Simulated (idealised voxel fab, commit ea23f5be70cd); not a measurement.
The document below concerns the process module designated voxel transistor to metal.
FYI the section here is cut, 165 nm wide, cells are 5 nm squares.
In this document a cross-section is written as a grid of square cells. It is given as a series of bands, listed from the top down, and a band is one or more rows of cells.
Top height, bottom height, nm. Materials left to right, width each, nm. Single material + "everywhere" = fills band edge to edge. "air" = empty.
Heights are reckoned from 0. Under this level, the received wafer is all of one material. The bottommost band is open-ended downward, for example "0 nm and below".
Top row gets the first number, bottom row gets the second, and each row in between changes by the same step: that is how a band width like "30..40" works.
The cross-section has no changed cell in any step marked "nothing changed".
Empty spaces without an open route to the top, at least 8 cells in extent, make up the entry "Closed internal cavities"; each is given as width x height at distance, where the distance is measured from the left edge, and all are in nm.
Where a step's line continues beyond its settings, the continuation is a remark by the simulator itself on that step.
"overlay nm", when on a step's line for a step with a mask, measures how far to the right of its planned place the mask lay; a negative measure means to the left.
Before/after cross-section pairs, one process step each; after shown to lowest changed band; step and settings beneath. Pairs may be from different runs of this module on the same starting wafer; a pair continues from the one above only where its "Pre-step snapshot" entry says so.

**Pre-step snapshot**
> 60 nm to 45 nm = air (65), resist (30), air (70)
> 45 nm to 40 nm = SiCN (15), air (50), resist (30), air (50), SiCN (20)
> 40 nm to 35 nm = SiCN (15), air (15), SiCN (100), air (15), SiCN (20)
> 35 nm to 30 nm = SiCN everywhere
> 30 nm to 25 nm = polySi (15), SiCN (130), polySi (20)
> 25 nm to 20 nm = polySi (15), SiCN (15), polySi (100), SiCN (15), polySi (20)
> 20 nm to 0 nm = polySi everywhere
> 0 nm to -5 nm = SiO2 (15), polySi (130), SiO2 (20)
> -5 nm to -10 nm = SiO2 (15), polySi (15), SiO2 (100), polySi (15), SiO2 (20)
> -10 nm to -15 nm = SiO2 (35), Si (90), SiO2 (40)
> -15 nm to -35 nm = SiO2 (30), Si (100), SiO2 (35)
> -35 nm and below = Si everywhere
> Closed internal cavities: none

**Step Result**
> 60 nm to 40 nm = air (65), resist (30), air (70)
> 40 nm to 30 nm = air (65), SiCN (30), air (70)
> 30 nm to 25 nm = polySi (15), air (50), SiCN (30), air (50), polySi (20)
> 25 nm to 20 nm = polySi (15), air (15), polySi (100), air (15), polySi (20)
> Lower than 20, everything is as it was.
> Closed internal cavities: none
Q: step between the cross-sections above? A: DIRECTIONAL_ETCH: etch materials SiCN, depth nm 25

Pre-step snapshot: per the after cross-section of the pair just above.

**Step Result**
> 60 nm to 40 nm = air (65), resist (30), air (70)
> 40 nm to 25 nm = air (65), SiCN (30), air (70)
> 25 nm to 0 nm = air (65), polySi (30), air (70)
> 0 nm to -5 nm = SiO2 (15), air (50), polySi (30), air (50), SiO2 (20)
> -5 nm to -10 nm = SiO2 (15), air (15), SiO2 (100), air (15), SiO2 (20)
> Lower than -10, everything is as it was.
> Closed internal cavities: none
Q: step between the cross-sections above? A: DIRECTIONAL_ETCH: etch materials polySi, depth nm 40

Pre-step snapshot: per the after cross-section of the pair just above.

**Step Result**
> 40 nm to 25 nm = air (65), SiCN (30), air (70)
> Lower than 25, everything is as it was.
> Closed internal cavities: none
Q: step between the cross-sections above? A: STRIP: etch materials resist

Pre-step snapshot: per the after cross-section of the pair just above.

**Step Result**
> 45 nm to 40 nm = air (60), SiO2 (40), air (65)
> 40 nm to 25 nm = air (60), SiO2 (5), SiCN (30), SiO2 (5), air (65)
> 25 nm to 5 nm = air (60), SiO2 (5), polySi (30), SiO2 (5), air (65)
> 5 nm to -5 nm = SiO2 (20), air (40..5), SiO2 (5..40), polySi (30), SiO2 (5..40), air (40..5), SiO2 (25)
> -5 nm to -10 nm = SiO2 everywhere
> Lower than -10, everything is as it was.
> Closed internal cavities: none
Q: step between the cross-sections above? A: CONFORMAL_DEP: material SiO2, thk nm 5

Pre-step snapshot: per the after cross-section of the pair just above.

**Step Result**
> 40 nm to 25 nm = air (60), SiO2 (5), SiCN (30), SiO2 (5), air (65)
> 25 nm to 0 nm = air (60), SiO2 (5), polySi (30), SiO2 (5), air (65)
> 0 nm to -5 nm = SiO2 (20), air (40), SiO2 (5), polySi (30), SiO2 (5), air (40), SiO2 (25)
> -5 nm to -10 nm = SiO2 (20), air (5), SiO2 (110), air (5), SiO2 (25)
> Lower than -10, everything is as it was.
> Closed internal cavities: none
Q: step between the cross-sections above? A: DIRECTIONAL_ETCH: etch materials SiO2, depth nm 5

Pre-step snapshot: per the after cross-section of the pair just above.

**Step Result**
> 50 nm to 40 nm = air (50), SiN (60), air (55)
> 40 nm to 25 nm = air (50), SiN (10), SiO2 (5), SiCN (30), SiO2 (5), SiN (10), air (55)
> 25 nm to 10 nm = air (50), SiN (10), SiO2 (5), polySi (30), SiO2 (5), SiN (10), air (55)
> 10 nm to 5 nm = SiN (30), air (20), SiN (10), SiO2 (5), polySi (30), SiO2 (5), SiN (10), air (20), SiN (35)
> 5 nm to 0 nm = SiN (60), SiO2 (5), polySi (30), SiO2 (5), SiN (65)
> 0 nm to -5 nm = SiO2 (20), SiN (40), SiO2 (5), polySi (30), SiO2 (5), SiN (40), SiO2 (25)
> -5 nm to -10 nm = SiO2 (20), SiN (5), SiO2 (110), SiN (5), SiO2 (25)
> Lower than -10, everything is as it was.
> Closed internal cavities: none
Q: step between the cross-sections above? A: CONFORMAL_DEP: material SiN, thk nm 10

Pre-step snapshot: per the after cross-section of the pair just above.

**Step Result**
> 40 nm to 25 nm = air (50), SiN (10), SiO2 (5), SiCN (30), SiO2 (5), SiN (10), air (55)
> 25 nm to 0 nm = air (50), SiN (10), SiO2 (5), polySi (30), SiO2 (5), SiN (10), air (55)
> 0 nm to -5 nm = SiO2 (20), SiN (10), air (20), SiN (10), SiO2 (5), polySi (30), SiO2 (5), SiN (10), air (20), SiN (10), SiO2 (25)
> Lower than -5, everything is as it was.
> Closed internal cavities: none
Q: step between the cross-sections above? A: DIRECTIONAL_ETCH: etch materials SiN, depth nm 10

Pre-step snapshot: per the after cross-section of the pair just above.

**Step Result**
> 40 nm to 35 nm = air (50), SiN (10), air (5), SiCN (30), air (5), SiN (10), air (55)
> 35 nm to 25 nm = air (50), SiN (10), SiO2 (5), SiCN (30), SiO2 (5), SiN (10), air (55)
> 25 nm to 0 nm = air (50), SiN (10), SiO2 (5), polySi (30), SiO2 (5), SiN (10), air (55)
> 0 nm to -5 nm = air (20), SiN (10), air (20), SiN (10), SiO2 (5), polySi (30), SiO2 (5), SiN (10), air (20), SiN (10), air (25)
> -5 nm to -10 nm = SiO2 (20), SiN (5), SiO2 (5), air (20), SiO2 (60), air (20), SiO2 (5), SiN (5), SiO2 (25)
> Lower than -10, everything is as it was.
> Closed internal cavities: none
Q: step between the cross-sections above? A: DIRECTIONAL_ETCH: etch materials SiO2, depth nm 5

Pre-step snapshot: per the after cross-section of the pair just above.

**Step Result**
> 40 nm to 35 nm = air (50), SiN (10), air (5), SiCN (30), air (5), SiN (10), air (55)
> 35 nm to 25 nm = air (50), SiN (10), SiO2 (5), SiCN (30), SiO2 (5), SiN (10), air (55)
> 25 nm to 0 nm = air (50), SiN (10), SiO2 (5), polySi (30), SiO2 (5), SiN (10), air (55)
> 0 nm to -5 nm = air (20), SiN (10), air (20), SiN (10), SiO2 (5), polySi (30), SiO2 (5), SiN (10), air (20), SiN (10), air (25)
> -5 nm to -10 nm = SiO2 (20), SiN (5), SiO2 (5), air (20), SiO2 (60), air (20), SiO2 (5), SiN (5), SiO2 (25)
> -10 nm to -15 nm = SiO2 (35), air (15), Si (60), air (15), SiO2 (40)
> Lower than -15, everything is as it was.
> Closed internal cavities: none
Q: step between the cross-sections above? A: DIRECTIONAL_ETCH: etch materials Si, depth nm 5

Pre-step snapshot: per the after cross-section of the pair just above.

**Step Result**
> 40 nm to 35 nm = air (50), SiN (10), air (5), SiCN (30), air (5), SiN (10), air (55)
> 35 nm to 25 nm = air (50), SiN (10), SiO2 (5), SiCN (30), SiO2 (5), SiN (10), air (55)
> 25 nm to 0 nm = air (50), SiN (10), SiO2 (5), polySi (30), SiO2 (5), SiN (10), air (55)
> 0 nm to -5 nm = air (20), SiN (10), air (10), pSi (10), SiN (10), SiO2 (5), polySi (30), SiO2 (5), SiN (10), pSi (10), air (10), SiN (10), air (25)
> -5 nm to -10 nm = SiO2 (20), SiN (5), SiO2 (5), pSi (20), SiO2 (60), pSi (20), SiO2 (5), SiN (5), SiO2 (25)
> -10 nm to -15 nm = SiO2 (35), pSi (15), Si (60), pSi (15), SiO2 (40)
> Lower than -15, everything is as it was.
> Closed internal cavities: none
Q: step between the cross-sections above? A: EPI: material pSi, thk nm 10

Pre-step snapshot: per the after cross-section of the pair just above.

**Step Result**
> 50 nm to 40 nm = SiO2 everywhere
> 40 nm to 25 nm = SiO2 (50), SiN (10), SiO2 (5), SiCN (30), SiO2 (5), SiN (10), SiO2 (55)
> 25 nm to 0 nm = SiO2 (50), SiN (10), SiO2 (5), polySi (30), SiO2 (5), SiN (10), SiO2 (55)
> 0 nm to -5 nm = SiO2 (20), SiN (10), SiO2 (10), pSi (10), SiN (10), SiO2 (5), polySi (30), SiO2 (5), SiN (10), pSi (10), SiO2 (10), SiN (10), SiO2 (25)
> Lower than -5, everything is as it was.
> Closed internal cavities: none
Q: step between the cross-sections above? A: FILL_DEP: material SiO2, thk nm 10

Pre-step snapshot: per the after cross-section of the pair just above.

**Step Result**
> 25 nm to 0 nm = SiO2 (50), SiN (10), SiO2 (5), polySi (30), SiO2 (5), SiN (10), SiO2 (55)
> Lower than 0, everything is as it was.
> Closed internal cavities: none
Q: step between the cross-sections above? A: CMP: height nm 25

Pre-step snapshot: per the after cross-section of the pair just above.

**Step Result**
> 25 nm to 0 nm = SiO2 (50), SiN (10), SiO2 (5), air (30), SiO2 (5), SiN (10), SiO2 (55)
> 0 nm to -5 nm = SiO2 (20), SiN (10), SiO2 (10), pSi (10), SiN (10), SiO2 (5), air (30), SiO2 (5), SiN (10), pSi (10), SiO2 (10), SiN (10), SiO2 (25)
> Lower than -5, everything is as it was.
> Closed internal cavities: none
Q: step between the cross-sections above? A: STRIP: etch materials polySi

Pre-step snapshot: per the after cross-section of the pair just above.

**Step Result**
> 25 nm to 20 nm = air (50), SiN (10), air (40), SiN (10), air (55)
> 20 nm to 0 nm = SiO2 (50), SiN (10), air (40), SiN (10), SiO2 (55)
> 0 nm to -5 nm = SiO2 (20), SiN (10), SiO2 (10), pSi (10), SiN (10), air (40), SiN (10), pSi (10), SiO2 (10), SiN (10), SiO2 (25)
> -5 nm to -10 nm = SiO2 (20), SiN (5), SiO2 (5), pSi (20), SiO2 (10), air (40), SiO2 (10), pSi (20), SiO2 (5), SiN (5), SiO2 (25)
> Lower than -10, everything is as it was.
> Closed internal cavities: none
Q: step between the cross-sections above? A: SELECTIVE_ETCH: etch materials SiO2, depth nm 5

Pre-step snapshot: per the after cross-section of the pair just above.

**Step Result**
> 30 nm to 25 nm = air (45), HfO2 (20), air (30), HfO2 (20), air (50)
> 25 nm to 20 nm = HfO2 (50), SiN (10), HfO2 (5), air (30), HfO2 (5), SiN (10), HfO2 (55)
> 20 nm to 0 nm = SiO2 (50), SiN (10), HfO2 (5), air (30), HfO2 (5), SiN (10), SiO2 (55)
> 0 nm to -5 nm = SiO2 (20), SiN (10), SiO2 (10), pSi (10), SiN (10), HfO2 (5), air (30), HfO2 (5), SiN (10), pSi (10), SiO2 (10), SiN (10), SiO2 (25)
> -5 nm to -10 nm = SiO2 (20), SiN (5), SiO2 (5), pSi (20), SiO2 (10), HfO2 (40), SiO2 (10), pSi (20), SiO2 (5), SiN (5), SiO2 (25)
> Lower than -10, everything is as it was.
> Closed internal cavities: none
Q: step between the cross-sections above? A: CONFORMAL_DEP: material HfO2, thk nm 5

Pre-step snapshot: per the after cross-section of the pair just above.

**Step Result**
> 35 nm to 30 nm = air (40), TiN (30), air (20), TiN (30), air (45)
> 30 nm to 25 nm = TiN (45), HfO2 (20), TiN (5), air (20), TiN (5), HfO2 (20), TiN (50)
> 25 nm to 20 nm = HfO2 (50), SiN (10), HfO2 (5), TiN (5), air (20), TiN (5), HfO2 (5), SiN (10), HfO2 (55)
> 20 nm to 0 nm = SiO2 (50), SiN (10), HfO2 (5), TiN (5), air (20), TiN (5), HfO2 (5), SiN (10), SiO2 (55)
> 0 nm to -5 nm = SiO2 (20), SiN (10), SiO2 (10), pSi (10), SiN (10), HfO2 (5), TiN (30), HfO2 (5), SiN (10), pSi (10), SiO2 (10), SiN (10), SiO2 (25)
> Lower than -5, everything is as it was.
> Closed internal cavities: none
Q: step between the cross-sections above? A: CONFORMAL_DEP: material TiN, thk nm 5

Pre-step snapshot: per the after cross-section of the pair just above.

**Step Result**
> 40 nm to 35 nm = W everywhere
> 35 nm to 30 nm = W (40), TiN (30), W (20), TiN (30), W (45)
> 30 nm to 25 nm = TiN (45), HfO2 (20), TiN (5), W (20), TiN (5), HfO2 (20), TiN (50)
> 25 nm to 20 nm = HfO2 (50), SiN (10), HfO2 (5), TiN (5), W (20), TiN (5), HfO2 (5), SiN (10), HfO2 (55)
> 20 nm to 0 nm = SiO2 (50), SiN (10), HfO2 (5), TiN (5), W (20), TiN (5), HfO2 (5), SiN (10), SiO2 (55)
> Lower than 0, everything is as it was.
> Closed internal cavities: none
Q: step between the cross-sections above? A: FILL_DEP: material W, thk nm 5

Pre-step snapshot: per the after cross-section of the pair just above.

**Step Result**
> 20 nm to 0 nm = SiO2 (50), SiN (10), HfO2 (5), TiN (5), W (20), TiN (5), HfO2 (5), SiN (10), SiO2 (55)
> Lower than 0, everything is as it was.
> Closed internal cavities: none
Q: step between the cross-sections above? A: CMP: height nm 20

Pre-step snapshot: per the after cross-section of the pair just above.

**Step Result**
> 30 nm to 20 nm = SiO2 everywhere
> Lower than 20, everything is as it was.
> Closed internal cavities: none
Q: step between the cross-sections above? A: DIRECTIONAL_DEP: material SiO2, thk nm 10

Pre-step snapshot: per the after cross-section of the pair just above.

**Step Result**
> 50 nm to 30 nm = resist (35), air (15), resist (60), air (15), resist (40)
> Lower than 30, everything is as it was.
> Closed internal cavities: none
Q: step between the cross-sections above? A: PATTERN: tone open, mask id CONTACT, material resist, width nm 15, pitch nm 75, thk nm 20, overlay nm 0

Pre-step snapshot: per the after cross-section of the pair just above.

**Step Result**
> 50 nm to 30 nm = resist (35), air (15), resist (60), air (15), resist (40)
> 30 nm to 20 nm = SiO2 (35), air (15), SiO2 (60), air (15), SiO2 (40)
> 20 nm to 0 nm = SiO2 (35), air (15), SiN (10), HfO2 (5), TiN (5), W (20), TiN (5), HfO2 (5), SiN (10), air (15), SiO2 (40)
> Lower than 0, everything is as it was.
> Closed internal cavities: none
Q: step between the cross-sections above? A: DIRECTIONAL_ETCH: etch materials SiO2, depth nm 30

Pre-step snapshot: per the after cross-section of the pair just above.

**Step Result**
> 30 nm to 20 nm = SiO2 (35), air (15), SiO2 (60), air (15), SiO2 (40)
> Lower than 20, everything is as it was.
> Closed internal cavities: none
Q: step between the cross-sections above? A: STRIP: etch materials resist

Pre-step snapshot: per the after cross-section of the pair just above.

**Step Result**
> 35 nm to 30 nm = TiN (40), air (5), TiN (70), air (5), TiN (45)
> 30 nm to 20 nm = SiO2 (35), TiN (5), air (5), TiN (5), SiO2 (60), TiN (5), air (5), TiN (5), SiO2 (40)
> 20 nm to 5 nm = SiO2 (35), TiN (5), air (5), TiN (5), SiN (10), HfO2 (5), TiN (5), W (20), TiN (5), HfO2 (5), SiN (10), TiN (5), air (5), TiN (5), SiO2 (40)
> 5 nm to 0 nm = SiO2 (35), TiN (15), SiN (10), HfO2 (5), TiN (5), W (20), TiN (5), HfO2 (5), SiN (10), TiN (15), SiO2 (40)
> Lower than 0, everything is as it was.
> Closed internal cavities: none
Q: step between the cross-sections above? A: CONFORMAL_DEP: material TiN, thk nm 5

Pre-step snapshot: per the after cross-section of the pair just above.

**Step Result**
> 45 nm to 35 nm = Ru everywhere
> 35 nm to 30 nm = TiN (40), Ru (5), TiN (70), Ru (5), TiN (45)
> 30 nm to 20 nm = SiO2 (35), TiN (5), Ru (5), TiN (5), SiO2 (60), TiN (5), Ru (5), TiN (5), SiO2 (40)
> 20 nm to 5 nm = SiO2 (35), TiN (5), Ru (5), TiN (5), SiN (10), HfO2 (5), TiN (5), W (20), TiN (5), HfO2 (5), SiN (10), TiN (5), Ru (5), TiN (5), SiO2 (40)
> Lower than 5, everything is as it was.
> Closed internal cavities: none
Q: step between the cross-sections above? A: FILL_DEP: material Ru, thk nm 10

Pre-step snapshot: per the after cross-section of the pair just above.

**Step Result**
> 30 nm to 20 nm = SiO2 (35), TiN (5), Ru (5), TiN (5), SiO2 (60), TiN (5), Ru (5), TiN (5), SiO2 (40)
> Lower than 20, everything is as it was.
> Closed internal cavities: none
Q: step between the cross-sections above? A: CMP: height nm 30

Pre-step snapshot: per the after cross-section of the pair just above.

**Step Result**
> 35 nm to 30 nm = TiN everywhere
> Lower than 30, everything is as it was.
> Closed internal cavities: none
Q: step between the cross-sections above? A: DIRECTIONAL_DEP: material TiN, thk nm 5

Pre-step snapshot: per the after cross-section of the pair just above.

**Step Result**
> 50 nm to 35 nm = W everywhere
> Lower than 35, everything is as it was.
> Closed internal cavities: none
Q: step between the cross-sections above? A: DIRECTIONAL_DEP: material W, thk nm 15

Pre-step snapshot: per the after cross-section of the pair just above.

**Step Result**
> 70 nm to 50 nm = air (35), resist (15), air (60), resist (15), air (40)
> Lower than 50, everything is as it was.
> Closed internal cavities: none
Q: step between the cross-sections above? A: PATTERN: tone cover, mask id METAL_1, material resist, width nm 15, pitch nm 75, thk nm 20, overlay nm 0

Pre-step snapshot: per the after cross-section of the pair just above.

**Step Result**
> 70 nm to 50 nm = air (35), resist (15), air (60), resist (15), air (40)
> 50 nm to 35 nm = air (35), W (15), air (60), W (15), air (40)
> Lower than 35, everything is as it was.
> Closed internal cavities: none
Q: step between the cross-sections above? A: DIRECTIONAL_ETCH: etch materials W, depth nm 15

Pre-step snapshot: per the after cross-section of the pair just above.

**Step Result**
> 70 nm to 50 nm = air (35), resist (15), air (60), resist (15), air (40)
> 50 nm to 35 nm = air (35), W (15), air (60), W (15), air (40)
> 35 nm to 30 nm = air (35), TiN (15), air (60), TiN (15), air (40)
> Lower than 30, everything is as it was.
> Closed internal cavities: none
Q: step between the cross-sections above? A: DIRECTIONAL_ETCH: etch materials TiN, depth nm 5

Pre-step snapshot: per the after cross-section of the pair just above.

**Step Result**
> 50 nm to 35 nm = air (35), W (15), air (60), W (15), air (40)
> Lower than 35, everything is as it was.
> Closed internal cavities: none
Q: step between the cross-sections above? A: STRIP: etch materials resist

Pre-step snapshot: per the after cross-section of the pair just above.

**Step Result**
> 55 nm to 50 nm = lowk everywhere
> 50 nm to 35 nm = lowk (35), W (15), lowk (60), W (15), lowk (40)
> 35 nm to 30 nm = lowk (35), TiN (15), lowk (60), TiN (15), lowk (40)
> Lower than 30, everything is as it was.
> Closed internal cavities: none
Q: step between the cross-sections above? A: FILL_DEP: material lowk, thk nm 5

Pre-step snapshot: per the after cross-section of the pair just above.

**Step Result**
> 50 nm to 35 nm = lowk (35), W (15), lowk (60), W (15), lowk (40)
> Lower than 35, everything is as it was.
> Closed internal cavities: none
Q: step between the cross-sections above? A: CMP: height nm 50

Pre-step snapshot: per the after cross-section of the pair just above.

**Step Result**
> 55 nm to 50 nm = SiCN everywhere
> Lower than 50, everything is as it was.
> Closed internal cavities: none
Q: step between the cross-sections above? A: CONFORMAL_DEP: material SiCN, thk nm 5

**Pre-step snapshot**
> 45 nm to 35 nm = Ru everywhere
> 35 nm to 30 nm = TiN (40), Ru (5), TiN (70), Ru (5), TiN (45)
> 30 nm to 20 nm = SiO2 (35), TiN (5), Ru (5), TiN (5), SiO2 (60), TiN (5), Ru (5), TiN (5), SiO2 (40)
> 20 nm to 5 nm = SiO2 (35), TiN (5), Ru (5), TiN (5), SiN (10), HfO2 (5), TiN (5), W (20), TiN (5), HfO2 (5), SiN (10), TiN (5), Ru (5), TiN (5), SiO2 (40)
> 5 nm to 0 nm = SiO2 (35), TiN (15), SiN (10), HfO2 (5), TiN (5), W (20), TiN (5), HfO2 (5), SiN (10), TiN (15), SiO2 (40)
> 0 nm to -5 nm = SiO2 (25), SiN (10), pSi (15), SiN (10), HfO2 (5), TiN (30), HfO2 (5), SiN (10), pSi (15), SiN (10), SiO2 (30)
> -5 nm to -10 nm = SiO2 (35), pSi (15), SiO2 (10), HfO2 (40), SiO2 (10), pSi (15), SiO2 (40)
> -10 nm to -15 nm = SiO2 (30), Si (5), pSi (15), Si (60), pSi (15), Si (5), SiO2 (35)
> -15 nm to -35 nm = SiO2 (30), Si (100), SiO2 (35)
> -35 nm and below = Si everywhere
> Closed internal cavities: none

**Step Result**
> 35 nm to 30 nm = TiN (40), Ru (5), TiN (70), Ru (5), TiN (45)
> Lower than 30, everything is as it was.
> Closed internal cavities: none
Q: step between the cross-sections above? A: CMP: height nm 35

Pre-step snapshot: per the after cross-section of the pair just above.

**Step Result**
> 40 nm to 35 nm = TiN everywhere
> Lower than 35, everything is as it was.
> Closed internal cavities: none
Q: step between the cross-sections above? A: DIRECTIONAL_DEP: material TiN, thk nm 5

Pre-step snapshot: per the after cross-section of the pair just above.

**Step Result**
> 55 nm to 40 nm = W everywhere
> Lower than 40, everything is as it was.
> Closed internal cavities: none
Q: step between the cross-sections above? A: DIRECTIONAL_DEP: material W, thk nm 15

Pre-step snapshot: per the after cross-section of the pair just above.

**Step Result**
> 75 nm to 55 nm = air (35), resist (15), air (60), resist (15), air (40)
> Lower than 55, everything is as it was.
> Closed internal cavities: none
Q: step between the cross-sections above? A: PATTERN: tone cover, mask id METAL_1, material resist, width nm 15, pitch nm 75, thk nm 20, overlay nm 0

Pre-step snapshot: per the after cross-section of the pair just above.

**Step Result**
> 75 nm to 55 nm = air (35), resist (15), air (60), resist (15), air (40)
> 55 nm to 40 nm = air (35), W (15), air (60), W (15), air (40)
> Lower than 40, everything is as it was.
> Closed internal cavities: none
Q: step between the cross-sections above? A: DIRECTIONAL_ETCH: etch materials W, depth nm 15

Pre-step snapshot: per the after cross-section of the pair just above.

**Step Result**
> 75 nm to 55 nm = air (35), resist (15), air (60), resist (15), air (40)
> 55 nm to 40 nm = air (35), W (15), air (60), W (15), air (40)
> 40 nm to 35 nm = air (35), TiN (15), air (60), TiN (15), air (40)
> Lower than 35, everything is as it was.
> Closed internal cavities: none
Q: step between the cross-sections above? A: DIRECTIONAL_ETCH: etch materials TiN, depth nm 5

Pre-step snapshot: per the after cross-section of the pair just above.

**Step Result**
> 55 nm to 40 nm = air (35), W (15), air (60), W (15), air (40)
> Lower than 40, everything is as it was.
> Closed internal cavities: none
Q: step between the cross-sections above? A: STRIP: etch materials resist

Pre-step snapshot: per the after cross-section of the pair just above.

**Step Result**
> 60 nm to 55 nm = lowk everywhere
> 55 nm to 40 nm = lowk (35), W (15), lowk (60), W (15), lowk (40)
> 40 nm to 35 nm = lowk (35), TiN (15), lowk (60), TiN (15), lowk (40)
> Lower than 35, everything is as it was.
> Closed internal cavities: none
Q: step between the cross-sections above? A: FILL_DEP: material lowk, thk nm 5

Pre-step snapshot: per the after cross-section of the pair just above.

**Step Result**
> 50 nm to 40 nm = lowk (35), W (15), lowk (60), W (15), lowk (40)
> Lower than 40, everything is as it was.
> Closed internal cavities: none
Q: step between the cross-sections above? A: CMP: height nm 50

Pre-step snapshot: per the after cross-section of the pair just above.

**Step Result**
> 55 nm to 50 nm = SiCN everywhere
> Lower than 50, everything is as it was.
> Closed internal cavities: none
Q: step between the cross-sections above? A: CONFORMAL_DEP: material SiCN, thk nm 5

**Pre-step snapshot**
> 30 nm to 20 nm = SiO2 everywhere
> 20 nm to 0 nm = SiO2 (50), SiN (10), HfO2 (5), TiN (5), W (20), TiN (5), HfO2 (5), SiN (10), SiO2 (55)
> 0 nm to -5 nm = SiO2 (25), SiN (10), pSi (15), SiN (10), HfO2 (5), TiN (30), HfO2 (5), SiN (10), pSi (15), SiN (10), SiO2 (30)
> -5 nm to -10 nm = SiO2 (35), pSi (15), SiO2 (10), HfO2 (40), SiO2 (10), pSi (15), SiO2 (40)
> -10 nm to -15 nm = SiO2 (30), Si (5), pSi (15), Si (60), pSi (15), Si (5), SiO2 (35)
> -15 nm to -35 nm = SiO2 (30), Si (100), SiO2 (35)
> -35 nm and below = Si everywhere
> Closed internal cavities: none

**Step Result**
> 50 nm to 30 nm = resist (30), air (25), resist (50), air (25), resist (35)
> Lower than 30, everything is as it was.
> Closed internal cavities: none
Q: step between the cross-sections above? A: PATTERN: tone open, mask id CONTACT, material resist, width nm 25, pitch nm 75, thk nm 20, overlay nm 0

Pre-step snapshot: per the after cross-section of the pair just above.

**Step Result**
> 50 nm to 30 nm = resist (30), air (25), resist (50), air (25), resist (35)
> 30 nm to 20 nm = SiO2 (30), air (25), SiO2 (50), air (25), SiO2 (35)
> 20 nm to 0 nm = SiO2 (30), air (20), SiN (10), HfO2 (5), TiN (5), W (20), TiN (5), HfO2 (5), SiN (10), air (20), SiO2 (35)
> Lower than 0, everything is as it was.
> Closed internal cavities: none
Q: step between the cross-sections above? A: DIRECTIONAL_ETCH: etch materials SiO2, depth nm 30

Pre-step snapshot: per the after cross-section of the pair just above.

**Step Result**
> 30 nm to 20 nm = SiO2 (30), air (25), SiO2 (50), air (25), SiO2 (35)
> Lower than 20, everything is as it was.
> Closed internal cavities: none
Q: step between the cross-sections above? A: STRIP: etch materials resist

Pre-step snapshot: per the after cross-section of the pair just above.

**Step Result**
> 35 nm to 30 nm = TiN (35), air (15), TiN (60), air (15), TiN (40)
> 30 nm to 20 nm = SiO2 (30), TiN (5), air (15..10), TiN (5..10), SiO2 (50), TiN (5..10), air (15..10), TiN (5), SiO2 (35)
> 20 nm to 5 nm = SiO2 (30), TiN (5), air (10), TiN (5), SiN (10), HfO2 (5), TiN (5), W (20), TiN (5), HfO2 (5), SiN (10), TiN (5), air (10), TiN (5), SiO2 (35)
> 5 nm to 0 nm = SiO2 (30), TiN (20), SiN (10), HfO2 (5), TiN (5), W (20), TiN (5), HfO2 (5), SiN (10), TiN (20), SiO2 (35)
> Lower than 0, everything is as it was.
> Closed internal cavities: none
Q: step between the cross-sections above? A: CONFORMAL_DEP: material TiN, thk nm 5

Pre-step snapshot: per the after cross-section of the pair just above.

**Step Result**
> 45 nm to 35 nm = Ru everywhere
> 35 nm to 30 nm = TiN (35), Ru (15), TiN (60), Ru (15), TiN (40)
> 30 nm to 20 nm = SiO2 (30), TiN (5), Ru (15..10), TiN (5..10), SiO2 (50), TiN (5..10), Ru (15..10), TiN (5), SiO2 (35)
> 20 nm to 5 nm = SiO2 (30), TiN (5), Ru (10), TiN (5), SiN (10), HfO2 (5), TiN (5), W (20), TiN (5), HfO2 (5), SiN (10), TiN (5), Ru (10), TiN (5), SiO2 (35)
> Lower than 5, everything is as it was.
> Closed internal cavities: none
Q: step between the cross-sections above? A: FILL_DEP: material Ru, thk nm 10

Pre-step snapshot: per the after cross-section of the pair just above.

**Step Result**
> 30 nm to 20 nm = SiO2 (30), TiN (5), Ru (15..10), TiN (5..10), SiO2 (50), TiN (5..10), Ru (15..10), TiN (5), SiO2 (35)
> Lower than 20, everything is as it was.
> Closed internal cavities: none
Q: step between the cross-sections above? A: CMP: height nm 30

Pre-step snapshot: per the after cross-section of the pair just above.

**Step Result**
> 35 nm to 30 nm = TiN everywhere
> Lower than 30, everything is as it was.
> Closed internal cavities: none
Q: step between the cross-sections above? A: DIRECTIONAL_DEP: material TiN, thk nm 5

Pre-step snapshot: per the after cross-section of the pair just above.

**Step Result**
> 50 nm to 35 nm = W everywhere
> Lower than 35, everything is as it was.
> Closed internal cavities: none
Q: step between the cross-sections above? A: DIRECTIONAL_DEP: material W, thk nm 15

Pre-step snapshot: per the after cross-section of the pair just above.

**Step Result**
> 70 nm to 50 nm = air (35), resist (15), air (60), resist (15), air (40)
> Lower than 50, everything is as it was.
> Closed internal cavities: none
Q: step between the cross-sections above? A: PATTERN: tone cover, mask id METAL_1, material resist, width nm 15, pitch nm 75, thk nm 20, overlay nm 0

Pre-step snapshot: per the after cross-section of the pair just above.

**Step Result**
> 70 nm to 50 nm = air (35), resist (15), air (60), resist (15), air (40)
> 50 nm to 35 nm = air (35), W (15), air (60), W (15), air (40)
> Lower than 35, everything is as it was.
> Closed internal cavities: none
Q: step between the cross-sections above? A: DIRECTIONAL_ETCH: etch materials W, depth nm 15

Pre-step snapshot: per the after cross-section of the pair just above.

**Step Result**
> 70 nm to 50 nm = air (35), resist (15), air (60), resist (15), air (40)
> 50 nm to 35 nm = air (35), W (15), air (60), W (15), air (40)
> 35 nm to 30 nm = air (35), TiN (15), air (60), TiN (15), air (40)
> Lower than 30, everything is as it was.
> Closed internal cavities: none
Q: step between the cross-sections above? A: DIRECTIONAL_ETCH: etch materials TiN, depth nm 5

Pre-step snapshot: per the after cross-section of the pair just above.

**Step Result**
> 50 nm to 35 nm = air (35), W (15), air (60), W (15), air (40)
> Lower than 35, everything is as it was.
> Closed internal cavities: none
Q: step between the cross-sections above? A: STRIP: etch materials resist

Pre-step snapshot: per the after cross-section of the pair just above.

**Step Result**
> 55 nm to 50 nm = lowk everywhere
> 50 nm to 35 nm = lowk (35), W (15), lowk (60), W (15), lowk (40)
> 35 nm to 30 nm = lowk (35), TiN (15), lowk (60), TiN (15), lowk (40)
> Lower than 30, everything is as it was.
> Closed internal cavities: none
Q: step between the cross-sections above? A: FILL_DEP: material lowk, thk nm 5

Pre-step snapshot: per the after cross-section of the pair just above.

**Step Result**
> 50 nm to 35 nm = lowk (35), W (15), lowk (60), W (15), lowk (40)
> Lower than 35, everything is as it was.
> Closed internal cavities: none
Q: step between the cross-sections above? A: CMP: height nm 50

Pre-step snapshot: per the after cross-section of the pair just above.

**Step Result**
> 55 nm to 50 nm = SiCN everywhere
> Lower than 50, everything is as it was.
> Closed internal cavities: none
Q: step between the cross-sections above? A: CONFORMAL_DEP: material SiCN, thk nm 5
